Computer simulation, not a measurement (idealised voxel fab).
Documented hereafter: the process module known as voxel capacitor over wiring.
Square cells of 5 nm make up the cross-section cut, whose width is 235 nm.
A cross-section in this document is a grid of square cells, and it is written down as bands, the top band listed before the ones below it; a band is made up of one or more rows of cells. Quick guide to a band line: top height, bottom height (nm) up front; then every material left to right with its width in nm. Only one material and it's marked "all across"? Then it fills the band edge to edge. And "empty" just means empty space. Measure heights from 0. That's the level where, below it, the as-received wafer is all one material. The lowest band is bottomless and extends downward; write it as in "z 0 and below". Read "30->40" as a graded width: first number on top, second number at the bottom, same change between each pair of neighbouring rows. Any step labelled "all unchanged" changed none of the cells in the cross-section. Look at "Voids, enclosed" for the closed voids: empty spaces with no open path to the top, sized 8 cells or up. Each is width x height at distance, distance from the left edge, all nm. Past the settings on a step's line: simulator remark, on that step. "overlay nm" on a masked step: distance the mask lay right of its planned place, negative for left.

### Process steps (planned)
1: op RECEIVE | material Si
2: op CONFORMAL_DEP | material SiO2 | thk nm 15
3: op CONFORMAL_DEP | material SiCN | thk nm 5
4: op DIRECTIONAL_DEP | material lowk | thk nm 20
5: op DIRECTIONAL_DEP | material aC | thk nm 10
6: op PATTERN | tone open | mask id METAL_1 | material resist | width nm 25 | pitch nm 85 | thk nm 25 | overlay nm 0
7: op DIRECTIONAL_ETCH | etch materials aC | depth nm 10
8: op STRIP | etch materials resist
9: op DIRECTIONAL_ETCH | etch materials lowk | depth nm 20
10: op DIRECTIONAL_ETCH | etch materials SiCN | depth nm 5
11: op STRIP | etch materials aC
12: op CONFORMAL_DEP | material TiN | thk nm 5
13: op FILL_DEP | material Cu | thk nm 10
14: op CMP | height nm 40
15: op CONFORMAL_DEP | material SiCN | thk nm 5
16: op DIRECTIONAL_DEP | material SiO2 | thk nm 15
17: op PATTERN | tone open | mask id PLUG_1 | material resist | width nm 15 | thk nm 20 | overlay nm 0
18: op DIRECTIONAL_ETCH | etch materials SiO2 | depth nm 15
19: op DIRECTIONAL_ETCH | etch materials SiCN | depth nm 5
20: op STRIP | etch materials resist
21: op CONFORMAL_DEP | material TiN | thk nm 5
22: op FILL_DEP | material Ru | thk nm 10
23: op CMP | height nm 60
24: op DIRECTIONAL_DEP | material TiN | thk nm 5
25: op DIRECTIONAL_DEP | material HfO2 | thk nm 5
26: op DIRECTIONAL_DEP | material TiN | thk nm 5
27: op PATTERN | tone cover | mask id UPPER_PLATE | material resist | width nm 65 | thk nm 20 | overlay nm 0
28: op DIRECTIONAL_ETCH | etch materials TiN | depth nm 5
29: op DIRECTIONAL_ETCH | etch materials HfO2 | depth nm 5
30: op STRIP | etch materials resist
31: op MASKED_ETCH | tone cover | mask id LOWER_PLATE | width nm 75 | etch materials TiN | depth nm 5 | overlay nm 0
32: op FILL_DEP | material SiO2 | thk nm 15
33: op CMP | height nm 85
34: op PATTERN | tone open | mask id PLUG_2 | material resist | width nm 15 | thk nm 20 | overlay nm 0
35: op DIRECTIONAL_ETCH | etch materials SiO2 | depth nm 10
36: op STRIP | etch materials resist
37: op CONFORMAL_DEP | material TiN | thk nm 5
38: op FILL_DEP | material W | thk nm 5
39: op CMP | height nm 85
40: op CONFORMAL_DEP | material SiN | thk nm 5

### Wafer at receipt (post step 1), cross-section
    z 0 and below | Si all across
    Voids, enclosed: none

### Cross-sectional view of the first of the two wafers upon completion of the module, processed in accordance with the plan
    z 90 to 85 | SiN all across
    z 85 to 80 | SiO2 80 / TiN 5 / W 5 / TiN 5 / SiO2 140
    z 80 to 70 | SiO2 80->70 / TiN 15->65 / SiO2 140->100
    z 70 to 65 | SiO2 70 / HfO2 65 / SiO2 100
    z 65 to 60 | SiO2 65 / TiN 75 / SiO2 95
    z 60 to 45 | SiO2 70 / TiN 5 / Ru 5 / TiN 5 / SiO2 150
    z 45 to 40 | SiCN 70 / TiN 15 / SiCN 150
    z 40 to 20 | lowk 60 / TiN 5 / Cu 15 / TiN 5 / lowk 60 / TiN 5 / Cu 15 / TiN 5 / lowk 65
    z 20 to 15 | SiCN 60 / TiN 25 / SiCN 60 / TiN 25 / SiCN 65
    z 15 to 0 | SiO2 all across
    z 0 and below | Si all across
    Voids, enclosed: none

### Cross-section, second wafer: same start as the first, same plan as the first, one mistake in running it; taken at the end of the module
    z 90 to 85 | SiN all across
    z 85 to 80 | SiO2 80 / HfO2 5 / W 5 / HfO2 5 / SiO2 140
    z 80 to 75 | SiO2 80 / HfO2 15 / SiO2 140
    z 75 to 70 | SiO2 70 / TiN 65 / SiO2 100
    z 70 to 65 | SiO2 70 / HfO2 65 / SiO2 100
    z 65 to 60 | SiO2 65 / TiN 75 / SiO2 95
    z 60 to 45 | SiO2 70 / TiN 5 / Ru 5 / TiN 5 / SiO2 150
    z 45 to 40 | SiCN 70 / TiN 15 / SiCN 150
    z 40 to 20 | lowk 60 / TiN 5 / Cu 15 / TiN 5 / lowk 60 / TiN 5 / Cu 15 / TiN 5 / lowk 65
    z 20 to 15 | SiCN 60 / TiN 25 / SiCN 60 / TiN 25 / SiCN 65
    z 15 to 0 | SiO2 all across
    z 0 and below | Si all across
    Voids, enclosed: none
Deviation from plan: step 37 did not use the planned setting and instead ran as op CONFORMAL_DEP | material HfO2 | thk nm 5
Final tally in cells, some materials are higher or lower on the second wafer than on the first: 5 more of HfO2 | 5 fewer of TiN
